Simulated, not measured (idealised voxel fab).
A process module follows: voxel tone inversion.
It is cross-section cut that appears here, measuring 200 nm in width, its square cells being 5 nm in size.
Cross-section layout: square cells on a grid; listed as bands, top to bottom; a band spans one or more cell rows. Heights first: top, then bottom, in nm. Then materials, left to right, each with a width in nm. "all across" on a single material: fills the band edge to edge. "blank": empty space. Heights from 0 (as-received wafer is one material below). Bottom band endless downward, as "top 0, no bottom". Width spec "30..40" -> top row of cells at first value, bottom row at second value, equal per-row change in between. The cross-section has no changed cell in any step marked "changes: none". Entry "Closed void list". Content: empty spaces with no open connection to the top, size 8 cells or greater. Each: width x height at distance. Distance: from left edge. Unit: nm. On each step's line, the part that comes after the settings is the simulator's own comment on the step. For masked steps, "overlay nm" on the step line gives how far right of plan the mask actually lay; a minus sign means it lay to the left.

-- Planned step list for the process
1. RECEIVE with material Si
2. CONFORMAL_DEP with material SiCN, thk nm 5
3. DIRECTIONAL_DEP with material polySi, thk nm 25
4. PATTERN with tone cover, mask id POSTS, material resist, width nm 25, pitch nm 45, thk nm 30, overlay nm 0
5. DIRECTIONAL_ETCH with etch materials polySi, depth nm 25
6. STRIP with etch materials resist
7. FILL_DEP with material lowk, thk nm 10
8. CMP with height nm 30
9. STRIP with etch materials polySi
10. CONFORMAL_DEP with material TiN, thk nm 5
11. FILL_DEP with material Cu, thk nm 10
12. CMP with height nm 30
13. CONFORMAL_DEP with material SiN, thk nm 5

-- So this is the incoming wafer in cross-section - it's already been through step 1
top 0, no bottom: Si all across
Closed void list: none

-- End state of the module in cross-section, given the above starting point and plan and one mistake in execution
top 35, bottom 30: SiN all across
top 30, bottom 10: 45 lowk | 5 TiN | 15 Cu | 5 TiN | 20 lowk | 5 TiN | 15 Cu | 5 TiN | 20 lowk | 5 TiN | 15 Cu | 5 TiN | 40 lowk
top 10, bottom 5: 45 lowk | 25 TiN | 20 lowk | 25 TiN | 20 lowk | 25 TiN | 40 lowk
top 5, bottom 0: SiCN all across
top 0, no bottom: Si all across
Closed void list: none
The mistake made against the process plan was this: step 4 ran differently from the plan; actual operation with settings: PATTERN with tone cover, mask id POSTS, material resist, width nm 25, pitch nm 45, thk nm 30, overlay nm 5
